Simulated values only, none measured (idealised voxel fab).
Process module heading - voxel self aligned contacts
The width of the displayed cross-section, cut, is 220 nm; its cells are square, with a size of 5 nm.
Cross-sections here: square-cell grids, written as top-down lists of bands, a band being one or more rows of cells.
A band entry consists of two parts. The first gives the height of the band's top and the height of its bottom, in nm. The rest lists the band's materials from left to right, each with its width in nm. A single material labelled with the word "all across" fills the band from edge to edge, and the word "empty" marks empty space.
Where do heights start? At 0: under that level the wafer as delivered is made of one material only. And the lowest band has no floor; it just carries on downward, as in "0 -> down".
The notation "30 to 40" denotes a width that varies across the rows of cells in the band, beginning at the first number in the top row, finishing at the second number in the bottom row, and changing by an identical amount from each row to the next.
Any step labelled "left unchanged" changed none of the cells in the cross-section.
Each empty space that has no open way to the top and spans at least 8 cells appears under "Closed void entries" as width x height at distance, the distance counted from the left edge, all in nm.
Note: text after step settings on the step line = simulator remark on that step.
overlay nm: how far to the right of its planned place the mask lay on this masked step (negative: to the left).
### Planned step list for the process
1,RECEIVE with material Si
2,CONFORMAL_DEP with material SiO2, thk nm 5
3,DIRECTIONAL_DEP with material polySi, thk nm 30
4,DIRECTIONAL_DEP with material SiN, thk nm 15
5,PATTERN with tone cover, mask id GATE, material resist, width nm 25, pitch nm 55, thk nm 20, overlay nm 0
6,DIRECTIONAL_ETCH with etch materials SiN, depth nm 15
7,DIRECTIONAL_ETCH with etch materials polySi, depth nm 30
8,STRIP with etch materials resist
9,CONFORMAL_DEP with material SiN, thk nm 5
10,DIRECTIONAL_ETCH with etch materials SiN, depth nm 5
11,FILL_DEP with material SiO2, thk nm 10
12,CMP with height nm 55
13,PATTERN with tone open, mask id CONTACT, material resist, width nm 40, pitch nm 55, thk nm 20, overlay nm 0
14,DIRECTIONAL_ETCH with etch materials SiO2, depth nm 55
15,STRIP with etch materials resist
16,CONFORMAL_DEP with material TiN, thk nm 5
17,FILL_DEP with material W, thk nm 5
18,CMP with height nm 55
19,CONFORMAL_DEP with material SiCN, thk nm 5
### as received, after step 1
    0 -> down | Si all across
    Closed void entries: none
### The module was run from the start shown above using the plan shown above, but one mistake was made doing it; the resulting wafer cross-section is below
    60 -> 55 | SiCN all across
    55 -> 50 | 30 nm W / 30 nm TiN / 40 nm SiO2 / 15 nm TiN / 40 nm SiO2 / 30 nm TiN / 35 nm W
    50 -> 35 | 30 nm W / 5 nm TiN / 35 nm SiN / 20 nm SiO2 / 35 nm SiN / 20 nm SiO2 / 35 nm SiN / 5 nm TiN / 35 nm W
    35 -> 5 | 30 nm W / 5 nm TiN / 5 nm SiN / 25 nm polySi / 5 nm SiN / 20 nm SiO2 / 5 nm SiN / 25 nm polySi / 5 nm SiN / 20 nm SiO2 / 5 nm SiN / 25 nm polySi / 5 nm SiN / 5 nm TiN / 35 nm W
    5 -> 0 | 35 nm TiN / 145 nm SiO2 / 40 nm TiN
    0 -> down | Si all across
    Closed void entries: none
Error vs. plan: step 13 was run on a setting that differed from the plan, and what really ran there is PATTERN with tone cover, mask id CONTACT, material resist, width nm 40, pitch nm 55, thk nm 20, overlay nm 0
